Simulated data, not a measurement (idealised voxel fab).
process module | voxel self aligned vias
cross-section cut | 295 nm wide | cells 5 nm
A cross-section is a grid of square cells, given in bands from the top down. A band is one or more rows of cells.
Each band's line starts with the height of the band's top and of its bottom, in nm. Then come its materials from left to right, each with its width in nm. One material with "throughout" fills the band from edge to edge. "air" is empty space.
Height 0 is the level under which the wafer as received is all one material. The lowest band goes on downwards, as in "0 down".
A width such as "30 to 40" changes by the same amount from each row of cells to the next, from the band's top row to its bottom row.
"no change" after a step means that no cell of the cross-section changed.
closed voids: empty space of 8 cells or more with no open way to the top, each as width x height at its distance from the left edge, in nm
after a step's settings: what the simulator itself notes on the step
overlay nm, on a step with a mask: how far to the right of its planned place the mask lay; to the left if negative
plan
1 op RECEIVE | material Si
2 op CONFORMAL_DEP | material SiO2 | thk nm 10
3 op CONFORMAL_DEP | material SiCN | thk nm 5
4 op DIRECTIONAL_DEP | material SiO2 | thk nm 25
5 op DIRECTIONAL_DEP | material aC | thk nm 15
6 op PATTERN | tone open | mask id LINES | material resist | width nm 30 | pitch nm 65 | thk nm 30 | overlay nm 0
7 op DIRECTIONAL_ETCH | etch materials aC | depth nm 15
8 op STRIP | etch materials resist
9 op DIRECTIONAL_ETCH | etch materials SiO2 | depth nm 25
10 op STRIP | etch materials aC
11 op CONFORMAL_DEP | material TiN | thk nm 5
12 op FILL_DEP | material W | thk nm 5
13 op CMP | height nm 40
14 op SELECTIVE_ETCH | etch materials W Ru TiN | depth nm 5
15 op FILL_DEP | material SiN | thk nm 5
16 op CMP | height nm 40
17 op DIRECTIONAL_DEP | material SiO2 | thk nm 15
18 op DIRECTIONAL_DEP | material aC | thk nm 15
19 op PATTERN | tone open | mask id VIAS | material resist | width nm 40 | thk nm 35 | overlay nm 0
20 op DIRECTIONAL_ETCH | etch materials aC | depth nm 15
21 op STRIP | etch materials resist
22 op DIRECTIONAL_ETCH | etch materials SiO2 | depth nm 15
23 op DIRECTIONAL_ETCH | etch materials SiN | depth nm 5
24 op STRIP | etch materials aC
25 op CONFORMAL_DEP | material TiN | thk nm 5
26 op FILL_DEP | material W | thk nm 5
27 op CMP | height nm 55
28 op CONFORMAL_DEP | material SiN | thk nm 5
as received, after step 1
  0 down: Si throughout
  closed voids: none
a wafer at the end: this start, this plan, one mistake
  60 to 55: SiN throughout
  55 to 40: SiO2 95 | TiN 5 | W 30 | TiN 5 | SiO2 160
  40 to 35: SiN 95 | TiN 40 | SiN 160
  35 to 30: TiN 105 | W 20 | TiN 45 | W 20 | TiN 105
  30 to 10: SiO2 100 | TiN 5 | W 20 | TiN 5 | SiO2 35 | TiN 5 | W 20 | TiN 5 | SiO2 100
  10 to 5: SiO2 100 | TiN 30 | SiO2 35 | TiN 30 | SiO2 100
  5 to 0: SiCN throughout
  0 down: Si throughout
  closed voids: none
what went wrong: step 2 was left out
